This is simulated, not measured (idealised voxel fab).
voxel spacer lines: a process module
200 nm wide, 5 nm square cells: that's cross-section cut.
A cross-section is a grid of square cells, given in bands from the top down. A band is one or more rows of cells. Band entry format. Leading values: height of top, height of bottom, nm. Remainder: materials in left-to-right order, each with its width in nm. Special words: "edge to edge" on a single material, which then fills the band edge to edge; "blank", empty space. Basically, 0 is our baseline, since under it the wafer straight out of the box is all one material. The bottom band has no lower end and keeps on going down, so it looks like "top 0, no bottom". You'd read "30 to 40" like this: the band's top row of cells is as wide as the first number, its bottom row is as wide as the second, and going down, every row changes width by the same amount as the row before did. The cross-section has no changed cell in any step marked "no alteration". Closed empty spaces (no open way to the top) of 8 cells or more are what "Fully sealed voids" lists, each as width x height at distance from the left edge, nm for all three. What comes after the settings on a step's line is commentary from the simulator itself on that step. If you see "overlay nm" on a step's line and that step has a mask, it's telling you how far right of where it was planned the mask ended up; a negative number means it went left instead.
# Process steps foreseen in the plan
1) RECEIVE,material Si
2) CONFORMAL_DEP,material Al2O3,thk nm 10
3) DIRECTIONAL_DEP,material TiN,thk nm 20
4) DIRECTIONAL_DEP,material polySi,thk nm 30
5) PATTERN,tone cover,mask id MANDREL,material resist,width nm 20,pitch nm 60,thk nm 35,overlay nm 0
6) DIRECTIONAL_ETCH,etch materials polySi,depth nm 30
7) STRIP,etch materials resist
8) CONFORMAL_DEP,material SiO2,thk nm 10
9) DIRECTIONAL_ETCH,etch materials SiO2,depth nm 10
10) STRIP,etch materials polySi
11) DIRECTIONAL_ETCH,etch materials TiN,depth nm 20
12) STRIP,etch materials SiO2
13) FILL_DEP,material lowk,thk nm 5
14) CMP,height nm 30
# Cross-section of the wafer upon arrival, representing the state reached after step 1
	top 0, no bottom: Si edge to edge
	Fully sealed voids: none
# Here's the cross-section of the first of our two wafers at the end of the module - it ran as planned
	top 30, bottom 10: lowk 50  TiN 10  lowk 20  TiN 10  lowk 20  TiN 10  lowk 20  TiN 10  lowk 50
	top 10, bottom 0: Al2O3 edge to edge
	top 0, no bottom: Si edge to edge
	Fully sealed voids: none
# second wafer at the end: like start, like plan, one mistake
	top 30, bottom 10: lowk 50  TiN 10  lowk 20  TiN 10  lowk 20  TiN 10  lowk 20  TiN 10  lowk 50
	top 10, bottom 0: polySi edge to edge
	top 0, no bottom: Si edge to edge
	Fully sealed voids: none
Deviation from plan: not per plan at step 2, really ran CONFORMAL_DEP,material polySi,thk nm 10
Per the end-of-run cell counts, the second wafer holds more or fewer of some materials than the first: -80 Al2O3; +80 polySi
